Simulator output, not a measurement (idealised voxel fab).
The following process module bears the name voxel fin reveal.
Cross-section cut: width 245 nm, square cells of 5 nm.
Format of a cross-section: grid, square cells. Given as bands. Order: top down. Band: one or more rows of cells.
Band: top and bottom heights (nm) first, top before bottom; then materials from left to right, widths in nm. "everywhere" marks a sole material filling the band edge to edge. "air" denotes empty space.
Zero point of the height axis is 0; under it, received wafer = one material. Lowest band: continues down indefinitely, "0 and below".
Width: "30->40" (first number = top row, second number = bottom row, same change from row to row of cells).
Basically "same as before" means that step didn't change any cell in the cross-section.
Entry "Closed void inventory" = empty spaces >= 8 cells with no open way to the top; each as width x height at distance, distance from left edge, all nm.
Text after the settings on a step's line: the simulator's own remark on that step.
"overlay nm", when on a step's line for a step with a mask, measures how far to the right of its planned place the mask lay; a negative measure means to the left.

**plan**
| 1 | RECEIVE: material Si |
| 2 | CONFORMAL_DEP: material SiN, thk nm 5 |
| 3 | DIRECTIONAL_DEP: material aC, thk nm 10 |
| 4 | PATTERN: tone cover, mask id FINS, material resist, width nm 15, pitch nm 40, thk nm 25, overlay nm 0 |
| 5 | DIRECTIONAL_ETCH: etch materials aC, depth nm 10 |
| 6 | STRIP: etch materials resist |
| 7 | DIRECTIONAL_ETCH: etch materials SiN, depth nm 5 |
| 8 | DIRECTIONAL_ETCH: etch materials Si, depth nm 35 |
| 9 | STRIP: etch materials aC |
| 10 | OXIDIZE: depth nm 5 |
| 11 | FILL_DEP: material SiO2, thk nm 5 |
| 12 | CMP: height nm 5 |
| 13 | SELECTIVE_ETCH: etch materials SiO2, depth nm 30 |
| 14 | STRIP: etch materials SiN |

**Wafer as received: cross-section following step 1**
- 0 and below = Si everywhere
- Closed void inventory: none

**This is how the wafer looks in cross-section once the module is done, given the starting state and plan above and one mistake in carrying the plan out**
- 0 down to -25 = air: 90, then Si: 5, then air: 35, then Si: 5, then air: 35, then Si: 5, then air: 70
- -25 down to -40 = SiO2: 90, then Si: 5, then SiO2: 35, then Si: 5, then SiO2: 35, then Si: 5, then SiO2: 70
- -40 and below = Si everywhere
- Closed void inventory: none
What was done differently from what was planned? planned and actual differ for step 4; actual: PATTERN: tone cover, mask id FINS, material resist, width nm 15, pitch nm 40, thk nm 25, overlay nm 10
